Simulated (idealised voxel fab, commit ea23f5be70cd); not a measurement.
A process module follows: voxel ribs on slabs.
In the cross-section labelled cut, the width is 205 nm and each square cell is 5 nm.
This document writes a cross-section as a grid whose cells are square, and gives it as bands, listed from the top down; one or more rows of cells form a band.
Read a band's entry like this: the first values are the height of its top and the height of its bottom in nm, and what follows is the sequence of materials from left to right, each with its width in nm. Note that "air" is empty space, and that a single material marked "everywhere" reaches across the band from edge to edge.
We count height from 0. Below that, the starting wafer is all one material. The lowest band never ends at the bottom but goes on down; see "0 nm and below" for how that is written.
The width entry "30..40" should be interpreted row by row: the top row of cells in the band takes the first number, the bottom row takes the second number, and the change between adjacent rows is uniform throughout.
Take "changes: none" at face value: in the step it is given for, the cross-section changed in none of its cells.
"Encapsulated voids": sealed empty spaces, 8 cells or more, no open way to top, listed width x height at distance, with distance from the left edge and width, height and distance in nm.
That trailing text on a step's line, after the settings, is the simulator's own remark on the step.
The setting "overlay nm" may be written on the line of a step. When the step uses a mask, the value reports how far to the right of the planned place the mask lay, and a negative value reports that it lay to the left.
## The planned process steps are enumerated hereunder
1. RECEIVE,material Si
2. DIRECTIONAL_DEP,material SiO2,thk nm 20
3. DIRECTIONAL_DEP,material SiN,thk nm 25
4. DIRECTIONAL_DEP,material aC,thk nm 10
5. PATTERN,tone cover,mask id RIB,material resist,width nm 20,thk nm 25,overlay nm 0
6. DIRECTIONAL_ETCH,etch materials aC,depth nm 10
7. STRIP,etch materials resist
8. DIRECTIONAL_ETCH,etch materials SiN,depth nm 5
9. STRIP,etch materials aC
10. MASKED_ETCH,tone cover,mask id SLAB,width nm 70,etch materials SiN,depth nm 10,overlay nm 0
11. FILL_DEP,material SiO2,thk nm 20
12. CMP,height nm 55
13. DIRECTIONAL_DEP,material TiN,thk nm 5
14. PATTERN,tone cover,mask id HEATER,material resist,width nm 30,thk nm 15,overlay nm 0
15. DIRECTIONAL_ETCH,etch materials TiN,depth nm 5
16. STRIP,etch materials resist
17. CONFORMAL_DEP,material SiN,thk nm 10
Same starting wafers, different depth nm at step 8. Plan value belongs to the first wafer.
## The first of several wafers, as received after step 1, seen in section
* 0 nm and below = Si everywhere
* Encapsulated voids: none
## End of the module, past its last step, step 17: how the first of several wafers looks in cross-section
* 70 nm to 65 nm = air 75 | SiN 50 | air 80
* 65 nm to 60 nm = SiN everywhere
* 60 nm to 55 nm = SiN 85 | TiN 30 | SiN 90
* 55 nm to 45 nm = SiO2 everywhere
* 45 nm to 40 nm = SiO2 90 | SiN 20 | SiO2 95
* 40 nm to 30 nm = SiO2 65 | SiN 70 | SiO2 70
* 30 nm to 20 nm = SiN everywhere
* 20 nm to 0 nm = SiO2 everywhere
* 0 nm and below = Si everywhere
* Encapsulated voids: none
## Final wafer cross-section at module end
* 70 nm to 65 nm = air 75 | SiN 50 | air 80
* 65 nm to 60 nm = SiN everywhere
* 60 nm to 55 nm = SiN 85 | TiN 30 | SiN 90
* 55 nm to 45 nm = SiO2 everywhere
* 45 nm to 20 nm = SiO2 90 | SiN 20 | SiO2 95
* 20 nm to 0 nm = SiO2 everywhere
* 0 nm and below = Si everywhere
* Encapsulated voids: none
## Below: a row per wafer. Contents at end of module: for every material, cells gained since receipt (+) or lost since receipt (-); then closed voids
depth nm 5 | +200 SiN | +337 SiO2 | +6 TiN | Encapsulated voids: none
depth nm 10 | +163 SiN | +374 SiO2 | +6 TiN | Encapsulated voids: none
depth nm 15 | +126 SiN | +411 SiO2 | +6 TiN | Encapsulated voids: none
depth nm 20 | +116 SiN | +421 SiO2 | +6 TiN | Encapsulated voids: none
depth nm 25 | +106 SiN | +431 SiO2 | +6 TiN | Encapsulated voids: none
depth nm 30 | +106 SiN | +431 SiO2 | +6 TiN | Encapsulated voids: none
